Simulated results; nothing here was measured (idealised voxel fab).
The process module that follows is named voxel self aligned contacts.
For reference, the cross-section in this document is cut, with width 200 nm and square cells of 5 nm.
Cross-section format: a grid of square cells, given as bands from top to bottom; each band is one or more rows of cells.
Each band's line starts with the height of the band's top and of its bottom, in nm. Then come its materials from left to right, each with its width in nm. One material with "all across" fills the band from edge to edge. "empty" is empty space.
Height is counted from the level 0, under which the received wafer is composed throughout of one material. The lowest of the bands is not closed at the bottom but continues downward, in the notation "0..down".
Quick explanation for "30..40": the width changes in equal steps down the rows of cells, from the first number in the band's top row to the second number in its bottom row.
For the purposes of this document, the phrase "nothing different" attached to a step denotes that no cell within the cross-section was modified by that step.
Under "Sealed voids" you'll find the enclosed gaps, the ones with no way out to the top, that are 8 cells or bigger; each reads width x height at distance, with distance counted from the left edge, everything in nm.
Post-settings text on a step line: simulator's own remark regarding the step.
Each step line may optionally specify "overlay nm", which for a step with a mask gives the rightward distance between the mask's planned place and where it lay, a negative value indicating the leftward direction.
### Intended process steps
1: RECEIVE,material Si
2: OXIDIZE,depth nm 5
3: DIRECTIONAL_DEP,material polySi,thk nm 30
4: DIRECTIONAL_DEP,material SiN,thk nm 20
5: DIRECTIONAL_DEP,material aC,thk nm 15
6: PATTERN,tone cover,mask id GATE,material resist,width nm 25,pitch nm 60,thk nm 35,overlay nm 0
7: DIRECTIONAL_ETCH,etch materials aC,depth nm 15
8: STRIP,etch materials resist
9: DIRECTIONAL_ETCH,etch materials SiN,depth nm 20
10: DIRECTIONAL_ETCH,etch materials polySi,depth nm 30
11: STRIP,etch materials aC
12: CONFORMAL_DEP,material SiN,thk nm 10
13: DIRECTIONAL_ETCH,etch materials SiN,depth nm 10
14: FILL_DEP,material SiO2,thk nm 20
15: CMP,height nm 60
16: PATTERN,tone open,mask id CONTACT,material resist,width nm 45,pitch nm 60,thk nm 15,overlay nm 0
17: DIRECTIONAL_ETCH,etch materials SiO2,depth nm 65
18: STRIP,etch materials resist
19: CONFORMAL_DEP,material TiN,thk nm 5
20: FILL_DEP,material Ru,thk nm 10
21: CMP,height nm 60
22: CONFORMAL_DEP,material SiCN,thk nm 5
### Run as planned: first of two wafers
### as received, after step 1
  0..down | Si all across
  Sealed voids: none
### So this is the wafer cross-section right after step 2
  0..-5 | SiO2 all across
  Note: structure below -5 unchanged.
### So this is the wafer cross-section right after step 3
  30..0 | polySi all across
  Note: structure below 0 unchanged.
### So this is the wafer cross-section right after step 4
  50..30 | SiN all across
  Note: structure below 30 unchanged.
### So this is the wafer cross-section right after step 5
  65..50 | aC all across
  Note: structure below 50 unchanged.
### So this is the wafer cross-section right after step 6
  100..65 | empty: 25 | resist: 25 | empty: 35 | resist: 25 | empty: 35 | resist: 25 | empty: 30
  Note: structure below 65 unchanged.
### So this is the wafer cross-section right after step 7
  85..65 | empty: 25 | resist: 25 | empty: 35 | resist: 25 | empty: 35 | resist: 25 | empty: 30
  65..50 | empty: 25 | aC: 25 | empty: 35 | aC: 25 | empty: 35 | aC: 25 | empty: 30
  Note: structure below 50 unchanged.
### So this is the wafer cross-section right after step 8
  65..50 | empty: 25 | aC: 25 | empty: 35 | aC: 25 | empty: 35 | aC: 25 | empty: 30
  Note: structure below 50 unchanged.
### So this is the wafer cross-section right after step 9
  65..50 | empty: 25 | aC: 25 | empty: 35 | aC: 25 | empty: 35 | aC: 25 | empty: 30
  50..30 | empty: 25 | SiN: 25 | empty: 35 | SiN: 25 | empty: 35 | SiN: 25 | empty: 30
  Note: structure below 30 unchanged.
### So this is the wafer cross-section right after step 10
  65..50 | empty: 25 | aC: 25 | empty: 35 | aC: 25 | empty: 35 | aC: 25 | empty: 30
  50..30 | empty: 25 | SiN: 25 | empty: 35 | SiN: 25 | empty: 35 | SiN: 25 | empty: 30
  30..0 | empty: 25 | polySi: 25 | empty: 35 | polySi: 25 | empty: 35 | polySi: 25 | empty: 30
  Note: structure below 0 unchanged.
### So this is the wafer cross-section right after step 11
  50..30 | empty: 25 | SiN: 25 | empty: 35 | SiN: 25 | empty: 35 | SiN: 25 | empty: 30
  Note: structure below 30 unchanged.
### So this is the wafer cross-section right after step 12
  60..30 | empty: 15 | SiN: 45 | empty: 15 | SiN: 45 | empty: 15 | SiN: 45 | empty: 20
  30..10 | empty: 15 | SiN: 10 | polySi: 25 | SiN: 10 | empty: 15 | SiN: 10 | polySi: 25 | SiN: 10 | empty: 15 | SiN: 10 | polySi: 25 | SiN: 10 | empty: 20
  10..0 | SiN: 25 | polySi: 25 | SiN: 35 | polySi: 25 | SiN: 35 | polySi: 25 | SiN: 30
  Note: structure below 0 unchanged.
### So this is the wafer cross-section right after step 13
  50..30 | empty: 15 | SiN: 45 | empty: 15 | SiN: 45 | empty: 15 | SiN: 45 | empty: 20
  30..0 | empty: 15 | SiN: 10 | polySi: 25 | SiN: 10 | empty: 15 | SiN: 10 | polySi: 25 | SiN: 10 | empty: 15 | SiN: 10 | polySi: 25 | SiN: 10 | empty: 20
  Note: structure below 0 unchanged.
### So this is the wafer cross-section right after step 14
  70..50 | SiO2 all across
  50..30 | SiO2: 15 | SiN: 45 | SiO2: 15 | SiN: 45 | SiO2: 15 | SiN: 45 | SiO2: 20
  30..0 | SiO2: 15 | SiN: 10 | polySi: 25 | SiN: 10 | SiO2: 15 | SiN: 10 | polySi: 25 | SiN: 10 | SiO2: 15 | SiN: 10 | polySi: 25 | SiN: 10 | SiO2: 20
  Note: structure below 0 unchanged.
### So this is the wafer cross-section right after step 15
  60..50 | SiO2 all across
  Note: structure below 50 unchanged.
### So this is the wafer cross-section right after step 16
  75..60 | resist: 45 | empty: 45 | resist: 15 | empty: 45 | resist: 50
  Note: structure below 60 unchanged.
### So this is the wafer cross-section right after step 17
  75..60 | resist: 45 | empty: 45 | resist: 15 | empty: 45 | resist: 50
  60..50 | SiO2: 45 | empty: 45 | SiO2: 15 | empty: 45 | SiO2: 50
  50..30 | SiO2: 15 | SiN: 45 | empty: 15 | SiN: 45 | empty: 15 | SiN: 45 | SiO2: 20
  30..0 | SiO2: 15 | SiN: 10 | polySi: 25 | SiN: 10 | empty: 15 | SiN: 10 | polySi: 25 | SiN: 10 | empty: 15 | SiN: 10 | polySi: 25 | SiN: 10 | SiO2: 20
  0..-5 | SiO2: 60 | empty: 15 | SiO2: 45 | empty: 15 | SiO2: 65
  Note: structure below -5 unchanged.
### So this is the wafer cross-section right after step 18
  60..50 | SiO2: 45 | empty: 45 | SiO2: 15 | empty: 45 | SiO2: 50
  Note: structure below 50 unchanged.
### So this is the wafer cross-section right after step 19
  65..60 | TiN: 50 | empty: 35 | TiN: 25 | empty: 35 | TiN: 55
  60..50 | SiO2: 45 | TiN: 5..20 | empty: 35..5 | TiN: 5..20 | SiO2: 15 | TiN: 5..20 | empty: 35..5 | TiN: 5..20 | SiO2: 50
  50..30 | SiO2: 15 | SiN: 45 | TiN: 5 | empty: 5 | TiN: 5 | SiN: 45 | TiN: 5 | empty: 5 | TiN: 5 | SiN: 45 | SiO2: 20
  30..0 | SiO2: 15 | SiN: 10 | polySi: 25 | SiN: 10 | TiN: 5 | empty: 5 | TiN: 5 | SiN: 10 | polySi: 25 | SiN: 10 | TiN: 5 | empty: 5 | TiN: 5 | SiN: 10 | polySi: 25 | SiN: 10 | SiO2: 20
  0..-5 | SiO2: 60 | TiN: 15 | SiO2: 45 | TiN: 15 | SiO2: 65
  Note: structure below -5 unchanged.
### So this is the wafer cross-section right after step 20
  75..65 | Ru all across
  65..60 | TiN: 50 | Ru: 35 | TiN: 25 | Ru: 35 | TiN: 55
  60..50 | SiO2: 45 | TiN: 5..20 | Ru: 35..5 | TiN: 5..20 | SiO2: 15 | TiN: 5..20 | Ru: 35..5 | TiN: 5..20 | SiO2: 50
  50..30 | SiO2: 15 | SiN: 45 | TiN: 5 | Ru: 5 | TiN: 5 | SiN: 45 | TiN: 5 | Ru: 5 | TiN: 5 | SiN: 45 | SiO2: 20
  30..0 | SiO2: 15 | SiN: 10 | polySi: 25 | SiN: 10 | TiN: 5 | Ru: 5 | TiN: 5 | SiN: 10 | polySi: 25 | SiN: 10 | TiN: 5 | Ru: 5 | TiN: 5 | SiN: 10 | polySi: 25 | SiN: 10 | SiO2: 20
  Note: structure below 0 unchanged.
### So this is the wafer cross-section right after step 21
  60..50 | SiO2: 45 | TiN: 5..20 | Ru: 35..5 | TiN: 5..20 | SiO2: 15 | TiN: 5..20 | Ru: 35..5 | TiN: 5..20 | SiO2: 50
  Note: structure below 50 unchanged.
### So this is the wafer cross-section right after step 22
  65..60 | SiCN all across
  Note: structure below 60 unchanged.
### Wafer two. Same start, same plan, one slip in execution. Same as wafer one through step 5, inclusive
### Planned end of step 6: second wafer, cross-section
  100..65 | empty: 30 | resist: 20 | empty: 40 | resist: 20 | empty: 40 | resist: 20 | empty: 30
  Note: structure below 65 unchanged.
### Planned end of step 7: second wafer, cross-section
  85..65 | empty: 30 | resist: 20 | empty: 40 | resist: 20 | empty: 40 | resist: 20 | empty: 30
  65..50 | empty: 30 | aC: 20 | empty: 40 | aC: 20 | empty: 40 | aC: 20 | empty: 30
  Note: structure below 50 unchanged.
### Planned end of step 8: second wafer, cross-section
  65..50 | empty: 30 | aC: 20 | empty: 40 | aC: 20 | empty: 40 | aC: 20 | empty: 30
  Note: structure below 50 unchanged.
### Planned end of step 9: second wafer, cross-section
  65..50 | empty: 30 | aC: 20 | empty: 40 | aC: 20 | empty: 40 | aC: 20 | empty: 30
  50..30 | empty: 30 | SiN: 20 | empty: 40 | SiN: 20 | empty: 40 | SiN: 20 | empty: 30
  Note: structure below 30 unchanged.
### Planned end of step 10: second wafer, cross-section
  65..50 | empty: 30 | aC: 20 | empty: 40 | aC: 20 | empty: 40 | aC: 20 | empty: 30
  50..30 | empty: 30 | SiN: 20 | empty: 40 | SiN: 20 | empty: 40 | SiN: 20 | empty: 30
  30..0 | empty: 30 | polySi: 20 | empty: 40 | polySi: 20 | empty: 40 | polySi: 20 | empty: 30
  Note: structure below 0 unchanged.
### Planned end of step 11: second wafer, cross-section
  50..30 | empty: 30 | SiN: 20 | empty: 40 | SiN: 20 | empty: 40 | SiN: 20 | empty: 30
  Note: structure below 30 unchanged.
### Planned end of step 12: second wafer, cross-section
  60..30 | empty: 20 | SiN: 40 | empty: 20 | SiN: 40 | empty: 20 | SiN: 40 | empty: 20
  30..10 | empty: 20 | SiN: 10 | polySi: 20 | SiN: 10 | empty: 20 | SiN: 10 | polySi: 20 | SiN: 10 | empty: 20 | SiN: 10 | polySi: 20 | SiN: 10 | empty: 20
  10..0 | SiN: 30 | polySi: 20 | SiN: 40 | polySi: 20 | SiN: 40 | polySi: 20 | SiN: 30
  Note: structure below 0 unchanged.
### Planned end of step 13: second wafer, cross-section
  50..30 | empty: 20 | SiN: 40 | empty: 20 | SiN: 40 | empty: 20 | SiN: 40 | empty: 20
  30..0 | empty: 20 | SiN: 10 | polySi: 20 | SiN: 10 | empty: 20 | SiN: 10 | polySi: 20 | SiN: 10 | empty: 20 | SiN: 10 | polySi: 20 | SiN: 10 | empty: 20
  Note: structure below 0 unchanged.
### Planned end of step 14: second wafer, cross-section
  70..50 | SiO2 all across
  50..30 | SiO2: 20 | SiN: 40 | SiO2: 20 | SiN: 40 | SiO2: 20 | SiN: 40 | SiO2: 20
  30..0 | SiO2: 20 | SiN: 10 | polySi: 20 | SiN: 10 | SiO2: 20 | SiN: 10 | polySi: 20 | SiN: 10 | SiO2: 20 | SiN: 10 | polySi: 20 | SiN: 10 | SiO2: 20
  Note: structure below 0 unchanged.
### Planned end of step 15: second wafer, cross-section
  60..50 | SiO2 all across
  Note: structure below 50 unchanged.
### Planned end of step 16: second wafer, cross-section
  75..60 | resist: 45 | empty: 45 | resist: 15 | empty: 45 | resist: 50
  Note: structure below 60 unchanged.
### Planned end of step 17: second wafer, cross-section
  75..60 | resist: 45 | empty: 45 | resist: 15 | empty: 45 | resist: 50
  60..50 | SiO2: 45 | empty: 45 | SiO2: 15 | empty: 45 | SiO2: 50
  50..30 | SiO2: 20 | SiN: 40 | empty: 20 | SiN: 40 | empty: 20 | SiN: 40 | SiO2: 20
  30..0 | SiO2: 20 | SiN: 10 | polySi: 20 | SiN: 10 | empty: 20 | SiN: 10 | polySi: 20 | SiN: 10 | empty: 20 | SiN: 10 | polySi: 20 | SiN: 10 | SiO2: 20
  0..-5 | SiO2: 60 | empty: 20 | SiO2: 40 | empty: 20 | SiO2: 60
  Note: structure below -5 unchanged.
### Planned end of step 18: second wafer, cross-section
  60..50 | SiO2: 45 | empty: 45 | SiO2: 15 | empty: 45 | SiO2: 50
  Note: structure below 50 unchanged.
### Planned end of step 19: second wafer, cross-section
  65..60 | TiN: 50 | empty: 35 | TiN: 25 | empty: 35 | TiN: 55
  60..50 | SiO2: 45 | TiN: 5..20 | empty: 35..10 | TiN: 5..15 | SiO2: 15 | TiN: 5..20 | empty: 35..10 | TiN: 5..15 | SiO2: 50
  50..30 | SiO2: 20 | SiN: 40 | TiN: 5 | empty: 10 | TiN: 5 | SiN: 40 | TiN: 5 | empty: 10 | TiN: 5 | SiN: 40 | SiO2: 20
  30..0 | SiO2: 20 | SiN: 10 | polySi: 20 | SiN: 10 | TiN: 5 | empty: 10 | TiN: 5 | SiN: 10 | polySi: 20 | SiN: 10 | TiN: 5 | empty: 10 | TiN: 5 | SiN: 10 | polySi: 20 | SiN: 10 | SiO2: 20
  0..-5 | SiO2: 60 | TiN: 20 | SiO2: 40 | TiN: 20 | SiO2: 60
  Note: structure below -5 unchanged.
### Planned end of step 20: second wafer, cross-section
  75..65 | Ru all across
  65..60 | TiN: 50 | Ru: 35 | TiN: 25 | Ru: 35 | TiN: 55
  60..50 | SiO2: 45 | TiN: 5..20 | Ru: 35..10 | TiN: 5..15 | SiO2: 15 | TiN: 5..20 | Ru: 35..10 | TiN: 5..15 | SiO2: 50
  50..30 | SiO2: 20 | SiN: 40 | TiN: 5 | Ru: 10 | TiN: 5 | SiN: 40 | TiN: 5 | Ru: 10 | TiN: 5 | SiN: 40 | SiO2: 20
  30..0 | SiO2: 20 | SiN: 10 | polySi: 20 | SiN: 10 | TiN: 5 | Ru: 10 | TiN: 5 | SiN: 10 | polySi: 20 | SiN: 10 | TiN: 5 | Ru: 10 | TiN: 5 | SiN: 10 | polySi: 20 | SiN: 10 | SiO2: 20
  Note: structure below 0 unchanged.
### Planned end of step 21: second wafer, cross-section
  60..50 | SiO2: 45 | TiN: 5..20 | Ru: 35..10 | TiN: 5..15 | SiO2: 15 | TiN: 5..20 | Ru: 35..10 | TiN: 5..15 | SiO2: 50
  Note: structure below 50 unchanged.
### Planned end of step 22: second wafer, cross-section
  65..60 | SiCN all across
  Note: structure below 60 unchanged.
Diagnosis: in deviation from the planned setting, step 6 was conducted as PATTERN,tone cover,mask id GATE,material resist,width nm 20,pitch nm 60,thk nm 35,overlay nm 0
Final difference in cells, second wafer against first, listed per material as more or fewer: Ru: 22 more, SiN: 12 fewer, SiO2: 8 more, polySi: 18 fewer
